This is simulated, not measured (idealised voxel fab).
The process module that follows is named voxel air gaps.
The width of the displayed cross-section, cut, is 170 nm; its cells are square, with a size of 5 nm.
Think of the cross-section as a grid of square cells. We describe it in bands, top to bottom, and each band covers one or more rows of those cells.
It is stipulated that each band's entry specify, in nanometres, the height of the top of the band and then that of its bottom, followed by the materials of the band in left-to-right sequence, each together with its width in nanometres. A single material marked by the word "everywhere" is understood to fill the band from edge to edge; the word "blank" is understood to denote empty space.
Where do heights start? At 0: under that level the wafer as delivered is made of one material only. And the lowest band has no floor; it just carries on downward, as in "from 0 down".
Width spec "30 to 40" -> top row of cells at first value, bottom row at second value, equal per-row change in between.
No cell of the cross-section changed in a step that is given as "no change occurred".
Closed void listing: empty space of 8 cells or more with no open way to the top, each as width x height at its distance from the left edge, in nm
What comes after the settings on a step's line is commentary from the simulator itself on that step.
On any step carrying a mask, the "overlay nm" setting, if present on the step's line, tells how far right of its planned place the mask lay; negative values point to the left.

## Process steps foreseen in the plan
- 1: RECEIVE with material Si
- 2: CONFORMAL_DEP with material SiO2, thk nm 15
- 3: CONFORMAL_DEP with material SiCN, thk nm 5
- 4: DIRECTIONAL_DEP with material lowk, thk nm 30
- 5: MASKED_ETCH with tone open, mask id LINES, width nm 15, pitch nm 45, etch materials lowk, depth nm 30, overlay nm -15
- 6: CONFORMAL_DEP with material TiN, thk nm 5
- 7: FILL_DEP with material Cu, thk nm 10
- 8: CMP with height nm 50
- 9: EPI with material Ru, thk nm 10
- 10: SELECTIVE_ETCH with etch materials lowk, depth nm 40
- 11: CONFORMAL_DEP with material SiCN, thk nm 5
For clarity, it should be stated that the wafers under discussion commence in an identical condition and differ with respect to the overlay nm of step 5, the plan indicating the value that the first wafer had.

## Here's the first of the wafers in cross-section, just as we got it, i.e. after step 1
    from 0 down  Si everywhere
    Closed void listing: none

## Cross-sectional representation of the first of several wafers at the end of the module, i.e. after its terminal step, step 11
    from 65 to 60  SiCN (135), then blank (35)
    from 60 to 50  SiCN (5), then Ru (35), then SiCN (10), then Ru (35), then SiCN (10), then Ru (35), then SiCN (5), then blank (35)
    from 50 to 45  SiCN (15), then TiN (5), then Cu (5), then TiN (5), then SiCN (30), then TiN (5), then Cu (5), then TiN (5), then SiCN (30), then TiN (5), then Cu (5), then TiN (5), then SiCN (15), then blank (35)
    from 45 to 25  blank (10), then SiCN (5), then TiN (5), then Cu (5), then TiN (5), then SiCN (5), then blank (20), then SiCN (5), then TiN (5), then Cu (5), then TiN (5), then SiCN (5), then blank (20), then SiCN (5), then TiN (5), then Cu (5), then TiN (5), then SiCN (5), then blank (45)
    from 25 to 20  SiCN (15), then TiN (15), then SiCN (30), then TiN (15), then SiCN (30), then TiN (15), then SiCN (50)
    from 20 to 15  SiCN everywhere
    from 15 to 0  SiO2 everywhere
    from 0 down  Si everywhere
    Closed void listing: 10 x 20 at 0; 20 x 20 at 35; 20 x 20 at 80

## Last wafer of the set, cross-sectioned at end of module
    from 65 to 60  blank (30), then SiCN (135), then blank (5)
    from 60 to 50  blank (30), then SiCN (5), then Ru (35), then SiCN (10), then Ru (35), then SiCN (10), then Ru (35), then SiCN (5), then blank (5)
    from 50 to 45  blank (30), then SiCN (15), then TiN (5), then Cu (5), then TiN (5), then SiCN (30), then TiN (5), then Cu (5), then TiN (5), then SiCN (30), then TiN (5), then Cu (5), then TiN (5), then SiCN (15), then blank (5)
    from 45 to 25  blank (40), then SiCN (5), then TiN (5), then Cu (5), then TiN (5), then SiCN (5), then blank (20), then SiCN (5), then TiN (5), then Cu (5), then TiN (5), then SiCN (5), then blank (20), then SiCN (5), then TiN (5), then Cu (5), then TiN (5), then SiCN (5), then blank (15)
    from 25 to 20  SiCN (45), then TiN (15), then SiCN (30), then TiN (15), then SiCN (30), then TiN (15), then SiCN (20)
    from 20 to 15  SiCN everywhere
    from 15 to 0  SiO2 everywhere
    from 0 down  Si everywhere
    Closed void listing: 20 x 20 at 65; 20 x 20 at 110

## Here is how to read the rows: every wafer has a row, and it shows the wafer at the end of the module, giving for each material how many cells were gained (+) or lost (-) since the wafer was received, then listing its closed voids
overlay nm -15, +15 Cu, +42 Ru, +140 SiCN, +102 SiO2, +39 TiN, Closed void listing: 10 x 20 at 0; 20 x 20 at 35; 20 x 20 at 80
overlay nm -10, +15 Cu, +42 Ru, +140 SiCN, +102 SiO2, +39 TiN, Closed void listing: 20 x 20 at 40; 20 x 20 at 85
overlay nm -5, +15 Cu, +42 Ru, +140 SiCN, +102 SiO2, +39 TiN, Closed void listing: 20 x 20 at 45; 20 x 20 at 90
overlay nm 0, +15 Cu, +42 Ru, +140 SiCN, +102 SiO2, +39 TiN, Closed void listing: 20 x 20 at 50; 20 x 20 at 95
overlay nm 5, +15 Cu, +42 Ru, +140 SiCN, +102 SiO2, +39 TiN, Closed void listing: 20 x 20 at 55; 20 x 20 at 100
overlay nm 10, +15 Cu, +42 Ru, +140 SiCN, +102 SiO2, +39 TiN, Closed void listing: 20 x 20 at 60; 20 x 20 at 105
overlay nm 15, +15 Cu, +42 Ru, +140 SiCN, +102 SiO2, +39 TiN, Closed void listing: 20 x 20 at 65; 20 x 20 at 110
